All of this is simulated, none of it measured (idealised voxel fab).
Herein follows the process module entitled voxel wiring stack.
Cross-section cut: width 160 nm, square cells of 5 nm.
Cross-section layout: square cells on a grid; listed as bands, top to bottom; a band spans one or more cell rows.
In this notation a band is specified by the heights of its top and bottom, in that order and in nm, after which its materials appear from left to right, each paired with its width in nm. The word "throughout" attached to a single material means that material fills the band from edge to edge; the word "air" stands for empty space.
Basically, 0 is our baseline, since under it the wafer straight out of the box is all one material. The bottom band has no lower end and keeps on going down, so it looks like "from 0 down".
When a width is written as two numbers, as in "30..40", the first number is the width in the top row of cells of the band and the second is the width in its bottom row, and the width changes by the same amount from each row to the next.
It should be understood that the words "left unchanged", when stated for a given step, signify that the cross-section underwent no change in any of its cells during that step.
Reported under the label "Enclosed cavity list" are the empty spaces having no open way to the top and comprising 8 cells or more; the notation for each is width x height at distance, in which the distance is measured from the left edge and all three values are in nm.
Note: text after step settings on the step line = simulator remark on that step.
Each step line may optionally specify "overlay nm", which for a step with a mask gives the rightward distance between the mask's planned place and where it lay, a negative value indicating the leftward direction.

### Steps planned for the process
1) RECEIVE, material Si
2) CONFORMAL_DEP, material SiO2, thk nm 10
3) DIRECTIONAL_DEP, material TiN, thk nm 5
4) DIRECTIONAL_DEP, material W, thk nm 15
5) PATTERN, tone cover, mask id METAL_1, material resist, width nm 20, pitch nm 35, thk nm 15, overlay nm 0
6) DIRECTIONAL_ETCH, etch materials W, depth nm 15
7) DIRECTIONAL_ETCH, etch materials TiN, depth nm 5
8) STRIP, etch materials resist
9) CONFORMAL_DEP, material SiCN, thk nm 5
10) FILL_DEP, material lowk, thk nm 5
11) CMP, height nm 30
12) CONFORMAL_DEP, material SiCN, thk nm 5
13) DIRECTIONAL_DEP, material lowk, thk nm 35
14) DIRECTIONAL_DEP, material aC, thk nm 10
15) PATTERN, tone open, mask id METAL_2, material resist, width nm 20, pitch nm 35, thk nm 30, overlay nm 0
16) DIRECTIONAL_ETCH, etch materials aC, depth nm 10
17) STRIP, etch materials resist
18) DIRECTIONAL_ETCH, etch materials lowk, depth nm 20
19) STRIP, etch materials aC
20) DIRECTIONAL_DEP, material aC, thk nm 10
21) PATTERN, tone open, mask id METAL_2_HOLES, material resist, width nm 15, thk nm 30, overlay nm 0
22) DIRECTIONAL_ETCH, etch materials aC, depth nm 10
23) STRIP, etch materials resist
24) DIRECTIONAL_ETCH, etch materials lowk, depth nm 15
25) DIRECTIONAL_ETCH, etch materials SiCN, depth nm 5
26) STRIP, etch materials aC
27) CONFORMAL_DEP, material TiN, thk nm 5
28) FILL_DEP, material Cu, thk nm 10
29) CMP, height nm 70
30) CONFORMAL_DEP, material SiCN, thk nm 5
31) DIRECTIONAL_DEP, material SiO2, thk nm 25
32) DIRECTIONAL_DEP, material aC, thk nm 10
33) PATTERN, tone open, mask id METAL_3_HOLES, material resist, width nm 15, pitch nm 35, thk nm 30, overlay nm 0
34) DIRECTIONAL_ETCH, etch materials aC, depth nm 10
35) STRIP, etch materials resist
36) DIRECTIONAL_ETCH, etch materials SiO2, depth nm 25
37) STRIP, etch materials aC
38) PATTERN, tone open, mask id METAL_3, material resist, width nm 20, pitch nm 35, thk nm 15, overlay nm 0
39) DIRECTIONAL_ETCH, etch materials SiO2, depth nm 15
40) DIRECTIONAL_ETCH, etch materials SiCN, depth nm 5
41) STRIP, etch materials resist
42) CONFORMAL_DEP, material TiN, thk nm 5
43) FILL_DEP, material Ru, thk nm 5
44) CMP, height nm 100
45) CONFORMAL_DEP, material SiCN, thk nm 5

### Cross-section, incoming material, after step 1
> from 0 down  Si throughout
> Enclosed cavity list: none

### The cross-section shown corresponds to the wafer at the conclusion of the module. The initial structure and the process plan are those presented above; however, one mistake occurred in executing the plan
> from 105 to 100  SiCN throughout
> from 100 to 95  Ru throughout
> from 95 to 90  55 TiN; 10 Ru; 25 TiN; 10 Ru; 60 TiN
> from 90 to 75  50 SiO2; 5 TiN; 10 Ru; 5 TiN; 15 SiO2; 5 TiN; 10 Ru; 5 TiN; 55 SiO2
> from 75 to 70  50 SiCN; 20 TiN; 15 SiCN; 20 TiN; 55 SiCN
> from 70 to 55  50 lowk; 5 TiN; 10 Cu; 5 TiN; 15 lowk; 5 TiN; 10 Cu; 5 TiN; 55 lowk
> from 55 to 50  50 lowk; 5 TiN; 5 Cu; 10 TiN; 15 lowk; 20 TiN; 55 lowk
> from 50 to 35  50 lowk; 5 TiN; 5 Cu; 5 TiN; 95 lowk
> from 35 to 30  50 SiCN; 15 TiN; 95 SiCN
> from 30 to 15  45 lowk; 5 SiCN; 20 W; 5 SiCN; 5 lowk; 5 SiCN; 20 W; 5 SiCN; 50 lowk
> from 15 to 10  50 SiCN; 20 TiN; 15 SiCN; 20 TiN; 55 SiCN
> from 10 to 0  SiO2 throughout
> from 0 down  Si throughout
> Enclosed cavity list: none
Error vs. plan: step 31 ran with different settings than intended, the actual operation and settings being DIRECTIONAL_DEP, material SiO2, thk nm 15
